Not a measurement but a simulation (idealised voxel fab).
process module | voxel air gaps
cross-section cut | 155 nm wide | cells 5 nm
A cross-section is a grid of square cells, given in bands from the top down. A band is one or more rows of cells.
Each band's line starts with the height of the band's top and of its bottom, in nm. Then come its materials from left to right, each with its width in nm. One material with "throughout" fills the band from edge to edge. "air" is empty space.
Height 0 is the level under which the wafer as received is all one material. The lowest band goes on downwards, as in "0 down".
A width such as "30 to 40" changes by the same amount from each row of cells to the next, from the band's top row to its bottom row.
"no change" after a step means that no cell of the cross-section changed.
closed voids: empty space of 8 cells or more with no open way to the top, each as width x height at its distance from the left edge, in nm
after a step's settings: what the simulator itself notes on the step
overlay nm, on a step with a mask: how far to the right of its planned place the mask lay; to the left if negative
plan
1 op RECEIVE | material Si
2 op CONFORMAL_DEP | material SiO2 | thk nm 15
3 op CONFORMAL_DEP | material SiCN | thk nm 5
4 op DIRECTIONAL_DEP | material lowk | thk nm 35
5 op PATTERN | tone open | mask id LINES | material resist | width nm 15 | pitch nm 40 | thk nm 15 | overlay nm 0
6 op DIRECTIONAL_ETCH | etch materials lowk | depth nm 35
7 op STRIP | etch materials resist
8 op CONFORMAL_DEP | material TiN | thk nm 5
9 op FILL_DEP | material W | thk nm 5
10 op CMP | height nm 55
11 op EPI | material Ru | thk nm 10
12 op SELECTIVE_ETCH | etch materials lowk | depth nm 45
13 op CONFORMAL_DEP | material SiCN | thk nm 5
as received, after step 1
  0 down: Si throughout
  closed voids: none
a wafer at the end: this start, this plan, one mistake
  70 to 65: SiCN throughout
  65 to 55: Ru throughout
  55 to 50: TiN 35 | W 5 | TiN 35 | W 5 | TiN 35 | W 5 | TiN 35
  50 to 20: lowk 30 | TiN 5 | W 5 | TiN 5 | lowk 25 | TiN 5 | W 5 | TiN 5 | lowk 25 | TiN 5 | W 5 | TiN 5 | lowk 30
  20 to 15: lowk 30 | TiN 15 | lowk 25 | TiN 15 | lowk 25 | TiN 15 | lowk 30
  15 to 0: SiO2 throughout
  0 down: Si throughout
  closed voids: none
what went wrong: step 3 was left out
